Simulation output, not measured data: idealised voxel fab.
Presented below is a process module, voxel quadruple lines.
Xsec cut, 290 nm wide, square cell size 5 nm.
Cross-sections here: square-cell grids, written as top-down lists of bands, a band being one or more rows of cells. Heads up on the band format: heights come first, top then bottom, in nm. After that it's the materials left to right, each with its width in nm. A single material flagged "edge to edge" fills the whole band edge to edge, and "blank" means there's empty space there. For the purposes of this specification, 0 denotes the height below which the wafer in its as-received condition is composed wholly of one material, and the lowermost band, lacking a lower limit, extends downward without end, as expressed in "0 and below". So if you see something like "30..40" for the width, read it as the top row of the band sitting at the first number and the bottom row at the second, with every row in between moving by the same amount as the last. Where a step carries "no change", the cross-section came out of it unchanged, cell for cell. Empty spaces without an open route to the top, at least 8 cells in extent, make up the entry "Trapped voids"; each is given as width x height at distance, where the distance is measured from the left edge, and all are in nm. What comes after the settings on a step's line is commentary from the simulator itself on that step. Each step line may optionally specify "overlay nm", which for a step with a mask gives the rightward distance between the mask's planned place and where it lay, a negative value indicating the leftward direction.
These are the steps we planned for the process
1,RECEIVE (material Si)
2,CONFORMAL_DEP (material SiO2; thk nm 10)
3,DIRECTIONAL_DEP (material W; thk nm 10)
4,DIRECTIONAL_DEP (material polySi; thk nm 15)
5,DIRECTIONAL_DEP (material aC; thk nm 25)
6,PATTERN (tone cover; mask id MANDREL; material resist; width nm 30; thk nm 30; overlay nm 0)
7,DIRECTIONAL_ETCH (etch materials aC; depth nm 25)
8,STRIP (etch materials resist)
9,CONFORMAL_DEP (material SiO2; thk nm 10)
10,DIRECTIONAL_ETCH (etch materials SiO2; depth nm 10)
11,STRIP (etch materials aC)
12,DIRECTIONAL_ETCH (etch materials polySi; depth nm 15)
13,STRIP (etch materials SiO2)
14,CONFORMAL_DEP (material SiCN; thk nm 10)
15,DIRECTIONAL_ETCH (etch materials SiCN; depth nm 10)
16,STRIP (etch materials polySi)
17,DIRECTIONAL_ETCH (etch materials W; depth nm 10)
18,STRIP (etch materials SiCN)
As-received state of the wafer in cross-section, equivalent to post-step 1
- 0 and below: Si edge to edge
- Trapped voids: none
Cross-section, first of two wafers, end of module, run as planned
- 20 down to 10: blank 110 nm; W 10 nm; blank 10 nm; W 10 nm; blank 10 nm; W 10 nm; blank 10 nm; W 10 nm; blank 110 nm
- 10 down to 0: SiO2 edge to edge
- 0 and below: Si edge to edge
- Trapped voids: none
What the second wafer looks like in cross-section once the module is done. Its start and its plan matched the first wafer's exactly; what differed was one mistake in how it was run
- 25 down to 10: polySi edge to edge
- 10 down to 0: SiO2 edge to edge
- 0 and below: Si edge to edge
- Trapped voids: none
Which mistake was made when the wafer was run? deviation from plan: step 4 and step 3 executed in one another's positions
Wafer comparison, final, in cells, second relative to first, materials more or fewer: -16 W | +174 polySi
